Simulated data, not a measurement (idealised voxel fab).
Documented hereafter: the process module known as voxel transistor to metal.
The cross-section shown here is cut; it is 295 nm wide and divided into square cells measuring 5 nm on a side.
If you're reading a cross-section in this doc, picture square cells in a grid; it comes to you as bands, top ones listed first down to the bottom, and a band can be one or more rows of cells.
Each band's line starts with the height of the band's top and of its bottom, in nm. Then come its materials from left to right, each with its width in nm. One material with "edge to edge" fills the band from edge to edge. "empty" is empty space.
A quick word on heights: they are counted from 0, and under that level the wafer as it came to us is one material throughout. The lowest band is different from the rest in having no bottom; it simply continues downward, written as in "0 and below".
Think of "30 to 40" as a width that walks from the first number to the second as you go down the band, top row to bottom row, taking equal-sized steps from row to row.
Any step labelled "identical to before" changed none of the cells in the cross-section.
This entry, "Closed void entries", enumerates those empty regions of no fewer than 8 cells that possess no open connection to the top. Each region is reported in the form width x height at distance, the distance being taken from the left edge, with all three quantities expressed in nm.
Heads up: the bit after the settings on a step's line is the simulator's remark on that step.
overlay nm: for a step with a mask, the amount by which the mask lay right of where it was planned; a negative amount means left of it.
Note: before/after cross-section pairs follow, one process step per pair, after-side truncated at the lowest changed band, step and settings given beneath. Different runs of this module on the same starting wafer may supply the pairs; a pair continues the one above only where the "Cross-section, before" entry says so.

Cross-section, before:
    45 down to 40  45 empty | 10 SiN | 5 empty | 30 SiCN | 5 empty | 10 SiN | 80 empty | 10 SiN | 5 empty | 30 SiCN | 5 empty | 10 SiN | 50 empty
    40 down to 30  45 empty | 10 SiN | 5 SiO2 | 30 SiCN | 5 SiO2 | 10 SiN | 80 empty | 10 SiN | 5 SiO2 | 30 SiCN | 5 SiO2 | 10 SiN | 50 empty
    30 down to 5  45 empty | 10 SiN | 5 SiO2 | 30 polySi | 5 SiO2 | 10 SiN | 80 empty | 10 SiN | 5 SiO2 | 30 polySi | 5 SiO2 | 10 SiN | 50 empty
    5 down to 0  10 empty | 10 SiN | 25 empty | 60 SiO2 | 25 empty | 10 SiN | 10 empty | 10 SiN | 25 empty | 60 SiO2 | 25 empty | 10 SiN | 15 empty
    0 down to -5  10 empty | 130 SiO2 | 10 empty | 130 SiO2 | 15 empty
    -5 down to -15  10 empty | 10 Si | 110 SiO2 | 10 Si | 10 empty | 10 Si | 110 SiO2 | 10 Si | 15 empty
    -15 down to -35  20 Si | 110 SiO2 | 30 Si | 110 SiO2 | 25 Si
    -35 and below  Si edge to edge
    Closed void entries: none

Cross-Section After Step:
    45 down to 40  45 empty | 10 SiN | 5 empty | 30 SiCN | 5 empty | 10 SiN | 80 empty | 10 SiN | 5 empty | 30 SiCN | 5 empty | 10 SiN | 50 empty
    40 down to 30  45 empty | 10 SiN | 5 SiO2 | 30 SiCN | 5 SiO2 | 10 SiN | 80 empty | 10 SiN | 5 SiO2 | 30 SiCN | 5 SiO2 | 10 SiN | 50 empty
    30 down to 5  45 empty | 10 SiN | 5 SiO2 | 30 polySi | 5 SiO2 | 10 SiN | 80 empty | 10 SiN | 5 SiO2 | 30 polySi | 5 SiO2 | 10 SiN | 50 empty
    5 down to 0  10 nSi | 10 SiN | 25 empty | 60 SiO2 | 25 empty | 10 SiN | 10 nSi | 10 SiN | 25 empty | 60 SiO2 | 25 empty | 10 SiN | 10 nSi | 5 empty
    0 down to -5  10 nSi | 130 SiO2 | 10 nSi | 130 SiO2 | 10 nSi | 5 empty
    -5 down to -15  10 nSi | 10 Si | 110 SiO2 | 10 Si | 10 nSi | 10 Si | 110 SiO2 | 10 Si | 15 nSi
    below -15: unchanged
    Closed void entries: none
What step was run between the cross-section before it and the cross-section after it, both above? op EPI | material nSi | thk nm 10

Cross-section, before: Please consult the pair immediately above; the cross-section it shows after its step is the state before this step.

Cross-Section After Step:
    55 down to 45  SiO2 edge to edge
    45 down to 30  45 SiO2 | 10 SiN | 5 SiO2 | 30 SiCN | 5 SiO2 | 10 SiN | 80 SiO2 | 10 SiN | 5 SiO2 | 30 SiCN | 5 SiO2 | 10 SiN | 50 SiO2
    30 down to 5  45 SiO2 | 10 SiN | 5 SiO2 | 30 polySi | 5 SiO2 | 10 SiN | 80 SiO2 | 10 SiN | 5 SiO2 | 30 polySi | 5 SiO2 | 10 SiN | 50 SiO2
    5 down to 0  10 nSi | 10 SiN | 110 SiO2 | 10 SiN | 10 nSi | 10 SiN | 110 SiO2 | 10 SiN | 10 nSi | 5 SiO2
    0 down to -5  10 nSi | 130 SiO2 | 10 nSi | 130 SiO2 | 10 nSi | 5 SiO2
    below -5: unchanged
    Closed void entries: none
What step was run between the cross-section before it and the cross-section after it, both above? op FILL_DEP | material SiO2 | thk nm 10

Cross-section, before: Please consult the pair immediately above; the cross-section it shows after its step is the state before this step.

Cross-Section After Step:
    25 down to 5  45 SiO2 | 10 SiN | 5 SiO2 | 30 polySi | 5 SiO2 | 10 SiN | 80 SiO2 | 10 SiN | 5 SiO2 | 30 polySi | 5 SiO2 | 10 SiN | 50 SiO2
    below 5: unchanged
    Closed void entries: none
What step was run between the cross-section before it and the cross-section after it, both above? op CMP | height nm 25

Cross-section, before: Please consult the pair immediately above; the cross-section it shows after its step is the state before this step.

Cross-Section After Step:
    25 down to 5  45 SiO2 | 10 SiN | 5 SiO2 | 30 empty | 5 SiO2 | 10 SiN | 80 SiO2 | 10 SiN | 5 SiO2 | 30 empty | 5 SiO2 | 10 SiN | 50 SiO2
    below 5: unchanged
    Closed void entries: none
What step was run between the cross-section before it and the cross-section after it, both above? op STRIP | etch materials polySi

Cross-section, before: Please consult the pair immediately above; the cross-section it shows after its step is the state before this step.

Cross-Section After Step:
    25 down to 20  45 empty | 10 SiN | 40 empty | 10 SiN | 80 empty | 10 SiN | 40 empty | 10 SiN | 50 empty
    20 down to 5  45 SiO2 | 10 SiN | 40 empty | 10 SiN | 80 SiO2 | 10 SiN | 40 empty | 10 SiN | 50 SiO2
    5 down to 0  10 nSi | 10 SiN | 35 SiO2 | 40 empty | 35 SiO2 | 10 SiN | 10 nSi | 10 SiN | 35 SiO2 | 40 empty | 35 SiO2 | 10 SiN | 10 nSi | 5 SiO2
    below 0: unchanged
    Closed void entries: none
What step was run between the cross-section before it and the cross-section after it, both above? op SELECTIVE_ETCH | etch materials SiO2 | depth nm 5

Cross-section, before: Please consult the pair immediately above; the cross-section it shows after its step is the state before this step.

Cross-Section After Step:
    30 down to 25  40 empty | 20 HfO2 | 30 empty | 20 HfO2 | 70 empty | 20 HfO2 | 30 empty | 20 HfO2 | 45 empty
    25 down to 20  45 HfO2 | 10 SiN | 5 HfO2 | 30 empty | 5 HfO2 | 10 SiN | 80 HfO2 | 10 SiN | 5 HfO2 | 30 empty | 5 HfO2 | 10 SiN | 50 HfO2
    20 down to 5  45 SiO2 | 10 SiN | 5 HfO2 | 30 empty | 5 HfO2 | 10 SiN | 80 SiO2 | 10 SiN | 5 HfO2 | 30 empty | 5 HfO2 | 10 SiN | 50 SiO2
    5 down to 0  10 nSi | 10 SiN | 35 SiO2 | 40 HfO2 | 35 SiO2 | 10 SiN | 10 nSi | 10 SiN | 35 SiO2 | 40 HfO2 | 35 SiO2 | 10 SiN | 10 nSi | 5 SiO2
    below 0: unchanged
    Closed void entries: none
What step was run between the cross-section before it and the cross-section after it, both above? op CONFORMAL_DEP | material HfO2 | thk nm 5

Cross-section, before: Please consult the pair immediately above; the cross-section it shows after its step is the state before this step.

Cross-Section After Step:
    35 down to 30  35 empty | 30 TiN | 20 empty | 30 TiN | 60 empty | 30 TiN | 20 empty | 30 TiN | 40 empty
    30 down to 25  40 TiN | 20 HfO2 | 5 TiN | 20 empty | 5 TiN | 20 HfO2 | 70 TiN | 20 HfO2 | 5 TiN | 20 empty | 5 TiN | 20 HfO2 | 45 TiN
    25 down to 20  45 HfO2 | 10 SiN | 5 HfO2 | 5 TiN | 20 empty | 5 TiN | 5 HfO2 | 10 SiN | 80 HfO2 | 10 SiN | 5 HfO2 | 5 TiN | 20 empty | 5 TiN | 5 HfO2 | 10 SiN | 50 HfO2
    20 down to 10  45 SiO2 | 10 SiN | 5 HfO2 | 5 TiN | 20 empty | 5 TiN | 5 HfO2 | 10 SiN | 80 SiO2 | 10 SiN | 5 HfO2 | 5 TiN | 20 empty | 5 TiN | 5 HfO2 | 10 SiN | 50 SiO2
    10 down to 5  45 SiO2 | 10 SiN | 5 HfO2 | 30 TiN | 5 HfO2 | 10 SiN | 80 SiO2 | 10 SiN | 5 HfO2 | 30 TiN | 5 HfO2 | 10 SiN | 50 SiO2
    below 5: unchanged
    Closed void entries: none
What step was run between the cross-section before it and the cross-section after it, both above? op CONFORMAL_DEP | material TiN | thk nm 5

Cross-section, before: Please consult the pair immediately above; the cross-section it shows after its step is the state before this step.

Cross-Section After Step:
    45 down to 35  W edge to edge
    35 down to 30  35 W | 30 TiN | 20 W | 30 TiN | 60 W | 30 TiN | 20 W | 30 TiN | 40 W
    30 down to 25  40 TiN | 20 HfO2 | 5 TiN | 20 W | 5 TiN | 20 HfO2 | 70 TiN | 20 HfO2 | 5 TiN | 20 W | 5 TiN | 20 HfO2 | 45 TiN
    25 down to 20  45 HfO2 | 10 SiN | 5 HfO2 | 5 TiN | 20 W | 5 TiN | 5 HfO2 | 10 SiN | 80 HfO2 | 10 SiN | 5 HfO2 | 5 TiN | 20 W | 5 TiN | 5 HfO2 | 10 SiN | 50 HfO2
    20 down to 10  45 SiO2 | 10 SiN | 5 HfO2 | 5 TiN | 20 W | 5 TiN | 5 HfO2 | 10 SiN | 80 SiO2 | 10 SiN | 5 HfO2 | 5 TiN | 20 W | 5 TiN | 5 HfO2 | 10 SiN | 50 SiO2
    below 10: unchanged
    Closed void entries: none
What step was run between the cross-section before it and the cross-section after it, both above? op FILL_DEP | material W | thk nm 10

Cross-section, before: Please consult the pair immediately above; the cross-section it shows after its step is the state before this step.

Cross-Section After Step:
    20 down to 10  45 SiO2 | 10 SiN | 5 HfO2 | 5 TiN | 20 W | 5 TiN | 5 HfO2 | 10 SiN | 80 SiO2 | 10 SiN | 5 HfO2 | 5 TiN | 20 W | 5 TiN | 5 HfO2 | 10 SiN | 50 SiO2
    below 10: unchanged
    Closed void entries: none
What step was run between the cross-section before it and the cross-section after it, both above? op CMP | height nm 20

Cross-section, before: Please consult the pair immediately above; the cross-section it shows after its step is the state before this step.

Cross-Section After Step:
    35 down to 20  SiO2 edge to edge
    below 20: unchanged
    Closed void entries: none
What step was run between the cross-section before it and the cross-section after it, both above? op DIRECTIONAL_DEP | material SiO2 | thk nm 15

Cross-section, before: Please consult the pair immediately above; the cross-section it shows after its step is the state before this step.

Cross-Section After Step:
    50 down to 35  25 resist | 15 empty | 70 resist | 15 empty | 40 resist | 15 empty | 70 resist | 15 empty | 30 resist
    below 35: unchanged
    Closed void entries: none
What step was run between the cross-section before it and the cross-section after it, both above? op PATTERN | tone open | mask id CONTACT | material resist | width nm 15 | thk nm 15 | overlay nm 0

Cross-section, before: Please consult the pair immediately above; the cross-section it shows after its step is the state before this step.

Cross-Section After Step:
    50 down to 35  25 resist | 15 empty | 70 resist | 15 empty | 40 resist | 15 empty | 70 resist | 15 empty | 30 resist
    35 down to 20  25 SiO2 | 15 empty | 70 SiO2 | 15 empty | 40 SiO2 | 15 empty | 70 SiO2 | 15 empty | 30 SiO2
    20 down to 10  25 SiO2 | 15 empty | 5 SiO2 | 10 SiN | 5 HfO2 | 5 TiN | 20 W | 5 TiN | 5 HfO2 | 10 SiN | 5 SiO2 | 15 empty | 40 SiO2 | 15 empty | 5 SiO2 | 10 SiN | 5 HfO2 | 5 TiN | 20 W | 5 TiN | 5 HfO2 | 10 SiN | 5 SiO2 | 15 empty | 30 SiO2
    10 down to 5  25 SiO2 | 15 empty | 5 SiO2 | 10 SiN | 5 HfO2 | 30 TiN | 5 HfO2 | 10 SiN | 5 SiO2 | 15 empty | 40 SiO2 | 15 empty | 5 SiO2 | 10 SiN | 5 HfO2 | 30 TiN | 5 HfO2 | 10 SiN | 5 SiO2 | 15 empty | 30 SiO2
    below 5: unchanged
    Closed void entries: none
What step was run between the cross-section before it and the cross-section after it, both above? op DIRECTIONAL_ETCH | etch materials SiO2 | depth nm 30

Cross-section, before: Please consult the pair immediately above; the cross-section it shows after its step is the state before this step.

Cross-Section After Step:
    35 down to 20  25 SiO2 | 15 empty | 70 SiO2 | 15 empty | 40 SiO2 | 15 empty | 70 SiO2 | 15 empty | 30 SiO2
    below 20: unchanged
    Closed void entries: none
What step was run between the cross-section before it and the cross-section after it, both above? op STRIP | etch materials resist

Cross-section, before: Please consult the pair immediately above; the cross-section it shows after its step is the state before this step.

Cross-Section After Step:
    40 down to 35  30 TiN | 5 empty | 80 TiN | 5 empty | 50 TiN | 5 empty | 80 TiN | 5 empty | 35 TiN
    35 down to 20  25 SiO2 | 5 TiN | 5 empty | 5 TiN | 70 SiO2 | 5 TiN | 5 empty | 5 TiN | 40 SiO2 | 5 TiN | 5 empty | 5 TiN | 70 SiO2 | 5 TiN | 5 empty | 5 TiN | 30 SiO2
    20 down to 10  25 SiO2 | 5 TiN | 5 empty | 5 TiN | 5 SiO2 | 10 SiN | 5 HfO2 | 5 TiN | 20 W | 5 TiN | 5 HfO2 | 10 SiN | 5 SiO2 | 5 TiN | 5 empty | 5 TiN | 40 SiO2 | 5 TiN | 5 empty | 5 TiN | 5 SiO2 | 10 SiN | 5 HfO2 | 5 TiN | 20 W | 5 TiN | 5 HfO2 | 10 SiN | 5 SiO2 | 5 TiN | 5 empty | 5 TiN | 30 SiO2
    10 down to 5  25 SiO2 | 15 TiN | 5 SiO2 | 10 SiN | 5 HfO2 | 30 TiN | 5 HfO2 | 10 SiN | 5 SiO2 | 15 TiN | 40 SiO2 | 15 TiN | 5 SiO2 | 10 SiN | 5 HfO2 | 30 TiN | 5 HfO2 | 10 SiN | 5 SiO2 | 15 TiN | 30 SiO2
    below 5: unchanged
    Closed void entries: none
What step was run between the cross-section before it and the cross-section after it, both above? op CONFORMAL_DEP | material TiN | thk nm 5

Cross-section, before: Please consult the pair immediately above; the cross-section it shows after its step is the state before this step.

Cross-Section After Step:
    45 down to 40  W edge to edge
    40 down to 35  30 TiN | 5 W | 80 TiN | 5 W | 50 TiN | 5 W | 80 TiN | 5 W | 35 TiN
    35 down to 20  25 SiO2 | 5 TiN | 5 W | 5 TiN | 70 SiO2 | 5 TiN | 5 W | 5 TiN | 40 SiO2 | 5 TiN | 5 W | 5 TiN | 70 SiO2 | 5 TiN | 5 W | 5 TiN | 30 SiO2
    20 down to 10  25 SiO2 | 5 TiN | 5 W | 5 TiN | 5 SiO2 | 10 SiN | 5 HfO2 | 5 TiN | 20 W | 5 TiN | 5 HfO2 | 10 SiN | 5 SiO2 | 5 TiN | 5 W | 5 TiN | 40 SiO2 | 5 TiN | 5 W | 5 TiN | 5 SiO2 | 10 SiN | 5 HfO2 | 5 TiN | 20 W | 5 TiN | 5 HfO2 | 10 SiN | 5 SiO2 | 5 TiN | 5 W | 5 TiN | 30 SiO2
    below 10: unchanged
    Closed void entries: none
What step was run between the cross-section before it and the cross-section after it, both above? op FILL_DEP | material W | thk nm 5

Cross-section, before: Please consult the pair immediately above; the cross-section it shows after its step is the state before this step.

Cross-Section After Step:
    35 down to 20  25 SiO2 | 5 TiN | 5 W | 5 TiN | 70 SiO2 | 5 TiN | 5 W | 5 TiN | 40 SiO2 | 5 TiN | 5 W | 5 TiN | 70 SiO2 | 5 TiN | 5 W | 5 TiN | 30 SiO2
    below 20: unchanged
    Closed void entries: none
What step was run between the cross-section before it and the cross-section after it, both above? op CMP | height nm 35

Cross-section, before: Please consult the pair immediately above; the cross-section it shows after its step is the state before this step.

Cross-Section After Step:
    40 down to 35  TiN edge to edge
    below 35: unchanged
    Closed void entries: none
What step was run between the cross-section before it and the cross-section after it, both above? op DIRECTIONAL_DEP | material TiN | thk nm 5

Cross-section, before: Please consult the pair immediately above; the cross-section it shows after its step is the state before this step.

Cross-Section After Step:
    60 down to 40  W edge to edge
    below 40: unchanged
    Closed void entries: none
What step was run between the cross-section before it and the cross-section after it, both above? op DIRECTIONAL_DEP | material W | thk nm 20

Cross-section, before: Please consult the pair immediately above; the cross-section it shows after its step is the state before this step.

Cross-Section After Step:
    70 down to 60  aC edge to edge
    below 60: unchanged
    Closed void entries: none
What step was run between the cross-section before it and the cross-section after it, both above? op DIRECTIONAL_DEP | material aC | thk nm 10

Cross-section, before: Please consult the pair immediately above; the cross-section it shows after its step is the state before this step.

Cross-Section After Step:
    95 down to 70  25 empty | 15 resist | 70 empty | 15 resist | 40 empty | 15 resist | 70 empty | 15 resist | 30 empty
    below 70: unchanged
    Closed void entries: none
What step was run between the cross-section before it and the cross-section after it, both above? op PATTERN | tone cover | mask id METAL_1 | material resist | width nm 15 | thk nm 25 | overlay nm 0

Cross-section, before: Please consult the pair immediately above; the cross-section it shows after its step is the state before this step.

Cross-Section After Step:
    85 down to 70  25 empty | 15 resist | 70 empty | 15 resist | 40 empty | 15 resist | 70 empty | 15 resist | 30 empty
    70 down to 60  25 empty | 15 aC | 70 empty | 15 aC | 40 empty | 15 aC | 70 empty | 15 aC | 30 empty
    below 60: unchanged
    Closed void entries: none
What step was run between the cross-section before it and the cross-section after it, both above? op DIRECTIONAL_ETCH | etch materials aC | depth nm 10

Cross-section, before: Please consult the pair immediately above; the cross-section it shows after its step is the state before this step.

Cross-Section After Step:
    70 down to 60  25 empty | 15 aC | 70 empty | 15 aC | 40 empty | 15 aC | 70 empty | 15 aC | 30 empty
    below 60: unchanged
    Closed void entries: none
What step was run between the cross-section before it and the cross-section after it, both above? op STRIP | etch materials resist

Cross-section, before: Please consult the pair immediately above; the cross-section it shows after its step is the state before this step.

Cross-Section After Step:
    70 down to 60  25 empty | 15 aC | 70 empty | 15 aC | 40 empty | 15 aC | 70 empty | 15 aC | 30 empty
    60 down to 40  25 empty | 15 W | 70 empty | 15 W | 40 empty | 15 W | 70 empty | 15 W | 30 empty
    below 40: unchanged
    Closed void entries: none
What step was run between the cross-section before it and the cross-section after it, both above? op DIRECTIONAL_ETCH | etch materials W | depth nm 20

Cross-section, before: Please consult the pair immediately above; the cross-section it shows after its step is the state before this step.

Cross-Section After Step:
    70 down to 60  25 empty | 15 aC | 70 empty | 15 aC | 40 empty | 15 aC | 70 empty | 15 aC | 30 empty
    60 down to 40  25 empty | 15 W | 70 empty | 15 W | 40 empty | 15 W | 70 empty | 15 W | 30 empty
    40 down to 35  25 empty | 15 TiN | 70 empty | 15 TiN | 40 empty | 15 TiN | 70 empty | 15 TiN | 30 empty
    below 35: unchanged
    Closed void entries: none
What step was run between the cross-section before it and the cross-section after it, both above? op DIRECTIONAL_ETCH | etch materials TiN | depth nm 5

Cross-section, before: Please consult the pair immediately above; the cross-section it shows after its step is the state before this step.

Cross-Section After Step:
    60 down to 40  25 empty | 15 W | 70 empty | 15 W | 40 empty | 15 W | 70 empty | 15 W | 30 empty
    below 40: unchanged
    Closed void entries: none
What step was run between the cross-section before it and the cross-section after it, both above? op STRIP | etch materials aC

Cross-section, before: Please consult the pair immediately above; the cross-section it shows after its step is the state before this step.

Cross-Section After Step:
    70 down to 60  lowk edge to edge
    60 down to 40  25 lowk | 15 W | 70 lowk | 15 W | 40 lowk | 15 W | 70 lowk | 15 W | 30 lowk
    40 down to 35  25 lowk | 15 TiN | 70 lowk | 15 TiN | 40 lowk | 15 TiN | 70 lowk | 15 TiN | 30 lowk
    below 35: unchanged
    Closed void entries: none
What step was run between the cross-section before it and the cross-section after it, both above? op FILL_DEP | material lowk | thk nm 10

Cross-section, before: Please consult the pair immediately above; the cross-section it shows after its step is the state before this step.

Cross-Section After Step:
    60 down to 40  25 lowk | 15 W | 70 lowk | 15 W | 40 lowk | 15 W | 70 lowk | 15 W | 30 lowk
    below 40: unchanged
    Closed void entries: none
What step was run between the cross-section before it and the cross-section after it, both above? op CMP | height nm 60

Cross-section, before: Please consult the pair immediately above; the cross-section it shows after its step is the state before this step.

Cross-Section After Step:
    65 down to 60  SiCN edge to edge
    below 60: unchanged
    Closed void entries: none
What step was run between the cross-section before it and the cross-section after it, both above? op CONFORMAL_DEP | material SiCN | thk nm 5

Cross-section, before: Please consult the pair immediately above; the cross-section it shows after its step is the state before this step.

Cross-Section After Step:
    100 down to 65  lowk edge to edge
    below 65: unchanged
    Closed void entries: none
What step was run between the cross-section before it and the cross-section after it, both above? op DIRECTIONAL_DEP | material lowk | thk nm 35

Cross-section, before: Please consult the pair immediately above; the cross-section it shows after its step is the state before this step.

Cross-Section After Step:
    100 down to 80  25 lowk | 15 empty | 125 lowk | 15 empty | 115 lowk
    below 80: unchanged
    Closed void entries: none
What step was run between the cross-section before it and the cross-section after it, both above? op MASKED_ETCH | tone open | mask id METAL_2 | width nm 15 | pitch nm 140 | etch materials lowk | depth nm 20 | overlay nm 0

Cross-section, before: Please consult the pair immediately above; the cross-section it shows after its step is the state before this step.

Cross-Section After Step:
    120 down to 100  25 resist | 15 empty | 125 resist | 15 empty | 115 resist
    below 100: unchanged
    Closed void entries: none
What step was run between the cross-section before it and the cross-section after it, both above? op PATTERN | tone open | mask id METAL_2_HOLES | material resist | width nm 15 | pitch nm 140 | thk nm 20 | overlay nm 0

Cross-section, before: Please consult the pair immediately above; the cross-section it shows after its step is the state before this step.

Cross-Section After Step:
    120 down to 100  25 resist | 15 empty | 125 resist | 15 empty | 115 resist
    100 down to 65  25 lowk | 15 empty | 125 lowk | 15 empty | 115 lowk
    below 65: unchanged
    Closed void entries: none
What step was run between the cross-section before it and the cross-section after it, both above? op DIRECTIONAL_ETCH | etch materials lowk | depth nm 15

Cross-section, before: Please consult the pair immediately above; the cross-section it shows after its step is the state before this step.

Cross-Section After Step:
    120 down to 100  25 resist | 15 empty | 125 resist | 15 empty | 115 resist
    100 down to 65  25 lowk | 15 empty | 125 lowk | 15 empty | 115 lowk
    65 down to 60  25 SiCN | 15 empty | 125 SiCN | 15 empty | 115 SiCN
    below 60: unchanged
    Closed void entries: none
What step was run between the cross-section before it and the cross-section after it, both above? op DIRECTIONAL_ETCH | etch materials SiCN | depth nm 5

Cross-section, before: Please consult the pair immediately above; the cross-section it shows after its step is the state before this step.

Cross-Section After Step:
    100 down to 65  25 lowk | 15 empty | 125 lowk | 15 empty | 115 lowk
    below 65: unchanged
    Closed void entries: none
What step was run between the cross-section before it and the cross-section after it, both above? op STRIP | etch materials resist

Cross-section, before: Please consult the pair immediately above; the cross-section it shows after its step is the state before this step.

Cross-Section After Step:
    105 down to 100  30 TiN | 5 empty | 135 TiN | 5 empty | 120 TiN
    100 down to 65  25 lowk | 5 TiN | 5 empty | 5 TiN | 125 lowk | 5 TiN | 5 empty | 5 TiN | 115 lowk
    65 down to 60  25 SiCN | 15 TiN | 125 SiCN | 15 TiN | 115 SiCN
    below 60: unchanged
    Closed void entries: none
What step was run between the cross-section before it and the cross-section after it, both above? op CONFORMAL_DEP | material TiN | thk nm 5

Cross-section, before: Please consult the pair immediately above; the cross-section it shows after its step is the state before this step.

Cross-Section After Step:
    110 down to 105  Ru edge to edge
    105 down to 100  30 TiN | 5 Ru | 135 TiN | 5 Ru | 120 TiN
    100 down to 65  25 lowk | 5 TiN | 5 Ru | 5 TiN | 125 lowk | 5 TiN | 5 Ru | 5 TiN | 115 lowk
    below 65: unchanged
    Closed void entries: none
What step was run between the cross-section before it and the cross-section after it, both above? op FILL_DEP | material Ru | thk nm 5

Cross-section, before: Please consult the pair immediately above; the cross-section it shows after its step is the state before this step.

Cross-Section After Step:
    100 down to 65  25 lowk | 5 TiN | 5 Ru | 5 TiN | 125 lowk | 5 TiN | 5 Ru | 5 TiN | 115 lowk
    below 65: unchanged
    Closed void entries: none
What step was run between the cross-section before it and the cross-section after it, both above? op CMP | height nm 100

Cross-section, before: Please consult the pair immediately above; the cross-section it shows after its step is the state before this step.

Cross-Section After Step:
    105 down to 100  SiCN edge to edge
    below 100: unchanged
    Closed void entries: none
What step was run between the cross-section before it and the cross-section after it, both above? op CONFORMAL_DEP | material SiCN | thk nm 5
